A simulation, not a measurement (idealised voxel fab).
The following process module bears the name voxel wiring stack.
This is section cut - it's 270 nm across, gridded in 5 nm square cells.
Square cells in a grid make up a cross-section in this document, and the grid is given as bands, listed from the top down, each one or more rows of cells. Within each band entry, the heights of the top and of the bottom of the band appear first, in that order and in nm; the materials of the band then follow from left to right, each with its corresponding width in nm. The designation "edge to edge" on a single material indicates that it fills the band from edge to edge; the designation "air" indicates empty space. The level at which height equals 0 is the one under which the wafer, as it arrives, is entirely one material. No lower edge exists for the bottom band, which continues downward and is notated as in "0 down". Think of "30->40" as a width that walks from the first number to the second as you go down the band, top row to bottom row, taking equal-sized steps from row to row. The designation "remained unchanged", where it is given for a processing step, indicates that no cell of the cross-section was altered in the course of that step. The entry "Fully closed voids" lists the empty spaces that cover at least 8 cells and have no open path to the top. Each is written as width x height at distance, where the distance is measured from the left edge and all three values are in nm. Step line, after settings: the simulator's comment on this step. overlay nm: mask offset rightward from planned place, masked step; negative means leftward offset.
This section lists the process steps that were planned
1,RECEIVE | material Si
2,CONFORMAL_DEP | material SiO2 | thk nm 15
3,CONFORMAL_DEP | material SiN | thk nm 5
4,DIRECTIONAL_DEP | material lowk | thk nm 25
5,DIRECTIONAL_DEP | material aC | thk nm 15
6,PATTERN | tone open | mask id METAL_1 | material resist | width nm 30 | pitch nm 50 | thk nm 30 | overlay nm 0
7,DIRECTIONAL_ETCH | etch materials aC | depth nm 15
8,STRIP | etch materials resist
9,DIRECTIONAL_ETCH | etch materials lowk | depth nm 25
10,DIRECTIONAL_ETCH | etch materials SiN | depth nm 5
11,STRIP | etch materials aC
12,CONFORMAL_DEP | material TiN | thk nm 5
13,FILL_DEP | material Cu | thk nm 10
14,CMP | height nm 45
15,CONFORMAL_DEP | material SiCN | thk nm 5
16,DIRECTIONAL_DEP | material SiO2 | thk nm 15
17,DIRECTIONAL_DEP | material aC | thk nm 15
18,PATTERN | tone open | mask id PLUG_1 | material resist | width nm 15 | pitch nm 50 | thk nm 30 | overlay nm 0
19,DIRECTIONAL_ETCH | etch materials aC | depth nm 15
20,STRIP | etch materials resist
21,DIRECTIONAL_ETCH | etch materials SiO2 | depth nm 15
22,DIRECTIONAL_ETCH | etch materials SiCN | depth nm 5
23,STRIP | etch materials aC
24,CONFORMAL_DEP | material TiN | thk nm 5
25,FILL_DEP | material W | thk nm 5
26,CMP | height nm 65
27,DIRECTIONAL_DEP | material TiN | thk nm 5
28,DIRECTIONAL_DEP | material Ru | thk nm 20
29,MASKED_ETCH | tone cover | mask id METAL_2 | width nm 30 | pitch nm 50 | etch materials Ru | depth nm 20 | overlay nm 0
30,MASKED_ETCH | tone cover | mask id METAL_2 | width nm 30 | pitch nm 50 | etch materials TiN | depth nm 5 | overlay nm 0
31,FILL_DEP | material lowk | thk nm 10
32,CMP | height nm 90
33,CONFORMAL_DEP | material SiCN | thk nm 5
34,DIRECTIONAL_DEP | material SiO2 | thk nm 15
35,DIRECTIONAL_DEP | material aC | thk nm 15
36,PATTERN | tone open | mask id PLUG_2 | material resist | width nm 15 | thk nm 30 | overlay nm 0
37,DIRECTIONAL_ETCH | etch materials aC | depth nm 15
38,STRIP | etch materials resist
39,DIRECTIONAL_ETCH | etch materials SiO2 | depth nm 15
40,DIRECTIONAL_ETCH | etch materials SiCN | depth nm 5
41,STRIP | etch materials aC
42,CONFORMAL_DEP | material TiN | thk nm 5
43,FILL_DEP | material W | thk nm 5
44,CMP | height nm 110
45,DIRECTIONAL_DEP | material TiN | thk nm 5
46,DIRECTIONAL_DEP | material Ru | thk nm 15
47,PATTERN | tone cover | mask id METAL_3 | material resist | width nm 30 | pitch nm 50 | thk nm 15 | overlay nm 0
48,DIRECTIONAL_ETCH | etch materials Ru | depth nm 15
49,DIRECTIONAL_ETCH | etch materials TiN | depth nm 5
50,STRIP | etch materials resist
51,CONFORMAL_DEP | material SiCN | thk nm 5
52,FILL_DEP | material lowk | thk nm 10
53,CMP | height nm 130
54,CONFORMAL_DEP | material SiCN | thk nm 5
Wafer as received: cross-section following step 1
* 0 down  Si edge to edge
* Fully closed voids: none
The plan above was carried out on the starting structure above with one mistake, and this cross-section shows the wafer at the end of the module
* 135 to 130  SiCN edge to edge
* 130 to 115  Ru (95), then SiCN (5), then lowk (20), then SiCN (5), then Ru (20), then SiCN (5), then lowk (20), then SiCN (5), then Ru (95)
* 115 to 110  TiN (95), then SiCN (30), then TiN (20), then SiCN (30), then TiN (95)
* 110 to 95  SiO2 (95), then TiN (5), then W (5), then TiN (5), then SiO2 (160)
* 95 to 90  SiCN (95), then TiN (15), then SiCN (160)
* 90 to 70  lowk (95), then Ru (30), then lowk (20), then Ru (30), then lowk (95)
* 70 to 65  lowk (95), then TiN (30), then lowk (20), then TiN (30), then lowk (95)
* 65 to 50  SiO2 (95), then TiN (5), then W (5), then TiN (5), then SiO2 (35), then TiN (5), then W (5), then TiN (5), then SiO2 (110)
* 50 to 45  SiCN (95), then TiN (15), then SiCN (35), then TiN (15), then SiCN (110)
* 45 to 20  lowk (95), then TiN (5), then Cu (20), then TiN (5), then lowk (20), then TiN (5), then Cu (20), then TiN (5), then lowk (95)
* 20 to 15  SiN (95), then TiN (30), then SiN (20), then TiN (30), then SiN (95)
* 15 to 0  SiO2 edge to edge
* 0 down  Si edge to edge
* Fully closed voids: none
Processing error: for step 47, the planned setting was not used; the step was instead run as PATTERN | tone open | mask id METAL_3 | material resist | width nm 30 | pitch nm 50 | thk nm 15 | overlay nm 0
